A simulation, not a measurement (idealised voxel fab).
The following process module bears the name voxel wiring stack.
In the cross-section labelled cut, the width is 295 nm and each square cell is 5 nm.
A cross-section is a grid of square cells, given in bands from the top down. A band is one or more rows of cells. In this notation a band is specified by the heights of its top and bottom, in that order and in nm, after which its materials appear from left to right, each paired with its width in nm. The word "everywhere" attached to a single material means that material fills the band from edge to edge; the word "air" stands for empty space. Height datum 0, below which the as-received substrate wafer is one material. Lowest band open at the bottom, running downward: "z 0 and below". When a width is written as two numbers, as in "30 to 40", the first number is the width in the top row of cells of the band and the second is the width in its bottom row, and the width changes by the same amount from each row to the next. "no change occurred" means the step left every cell of the cross-section as it was. closed voids: empty space of 8 cells or more with no open way to the top, each as width x height at its distance from the left edge, in nm. Whatever follows a step's settings on its line is a remark the simulator itself makes about that step. What "overlay nm" on a step's line means: if the step has a mask, that mask lay this far to the right of its planned place, or, when the value is negative, to the left.

Planned process steps:
- 1: RECEIVE, material Si
- 2: CONFORMAL_DEP, material SiO2, thk nm 10
- 3: DIRECTIONAL_DEP, material TiN, thk nm 5
- 4: DIRECTIONAL_DEP, material Ru, thk nm 20
- 5: PATTERN, tone cover, mask id METAL_1, material resist, width nm 30, pitch nm 50, thk nm 15, overlay nm 0
- 6: DIRECTIONAL_ETCH, etch materials Ru, depth nm 20
- 7: DIRECTIONAL_ETCH, etch materials TiN, depth nm 5
- 8: STRIP, etch materials resist
- 9: FILL_DEP, material lowk, thk nm 10
- 10: CMP, height nm 35
- 11: CONFORMAL_DEP, material SiCN, thk nm 5
- 12: DIRECTIONAL_DEP, material lowk, thk nm 20
- 13: PATTERN, tone open, mask id PLUG_1, material resist, width nm 15, pitch nm 50, thk nm 20, overlay nm 0
- 14: DIRECTIONAL_ETCH, etch materials lowk, depth nm 20
- 15: DIRECTIONAL_ETCH, etch materials SiCN, depth nm 5
- 16: STRIP, etch materials resist
- 17: EPI, material Ru, thk nm 10
- 18: EPI, material Ru, thk nm 10
- 19: EPI, material Ru, thk nm 5
- 20: DIRECTIONAL_DEP, material TiN, thk nm 5
- 21: DIRECTIONAL_DEP, material W, thk nm 20
- 22: MASKED_ETCH, tone cover, mask id METAL_2, width nm 30, pitch nm 50, etch materials W, depth nm 20, overlay nm 0
- 23: MASKED_ETCH, tone cover, mask id METAL_2, width nm 30, pitch nm 50, etch materials TiN, depth nm 5, overlay nm 0
- 24: CONFORMAL_DEP, material SiN, thk nm 5
- 25: FILL_DEP, material SiO2, thk nm 10
- 26: CMP, height nm 85
- 27: CONFORMAL_DEP, material SiCN, thk nm 5

Incoming wafer in cross-section (state: after step 1):
- z 0 and below = Si everywhere
- closed voids: none

As-planned run: cross-section of the first of two wafers at end of module:
- z 90 to 85 = SiCN everywhere
- z 85 to 65 = SiO2=75  SiN=5  W=30  SiN=5  SiO2=10  SiN=5  W=30  SiN=5  SiO2=10  SiN=5  W=30  SiN=5  SiO2=80
- z 65 to 60 = SiN=80  TiN=30  SiN=20  TiN=30  SiN=20  TiN=30  SiN=85
- z 60 to 40 = lowk=80  Ru=15  lowk=35  Ru=15  lowk=35  Ru=15  lowk=100
- z 40 to 35 = SiCN=80  Ru=15  SiCN=35  Ru=15  SiCN=35  Ru=15  SiCN=100
- z 35 to 15 = lowk=80  Ru=30  lowk=20  Ru=30  lowk=20  Ru=30  lowk=85
- z 15 to 10 = lowk=80  TiN=30  lowk=20  TiN=30  lowk=20  TiN=30  lowk=85
- z 10 to 0 = SiO2 everywhere
- z 0 and below = Si everywhere
- closed voids: none

Cross-section, wafer two of two, end of module: same start and plan as wafer one, one error in execution:
- z 95 to 90 = SiCN everywhere
- z 90 to 85 = SiO2=75  SiN=40  SiO2=10  SiN=40  SiO2=10  SiN=40  SiO2=80
- z 85 to 65 = SiO2=75  SiN=5  W=30  SiN=5  SiO2=10  SiN=5  W=30  SiN=5  SiO2=10  SiN=5  W=30  SiN=5  SiO2=80
- z 65 to 60 = SiN=80  TiN=30  SiN=20  TiN=30  SiN=20  TiN=30  SiN=85
- z 60 to 40 = lowk=80  Ru=15  lowk=35  Ru=15  lowk=35  Ru=15  lowk=100
- z 40 to 35 = SiCN=80  Ru=15  SiCN=35  Ru=15  SiCN=35  Ru=15  SiCN=100
- z 35 to 15 = lowk=80  Ru=30  lowk=20  Ru=30  lowk=20  Ru=30  lowk=85
- z 15 to 10 = lowk=80  TiN=30  lowk=20  TiN=30  lowk=20  TiN=30  lowk=85
- z 10 to 0 = SiO2 everywhere
- z 0 and below = Si everywhere
- closed voids: none
It is concluded that the wafer was processed incorrectly with respect to the plan, in that step 26 ran as: CMP, height nm 90
In the final state, the cell counts of the second wafer exceed or fall short of those of the first for the following materials: +24 SiN, +35 SiO2
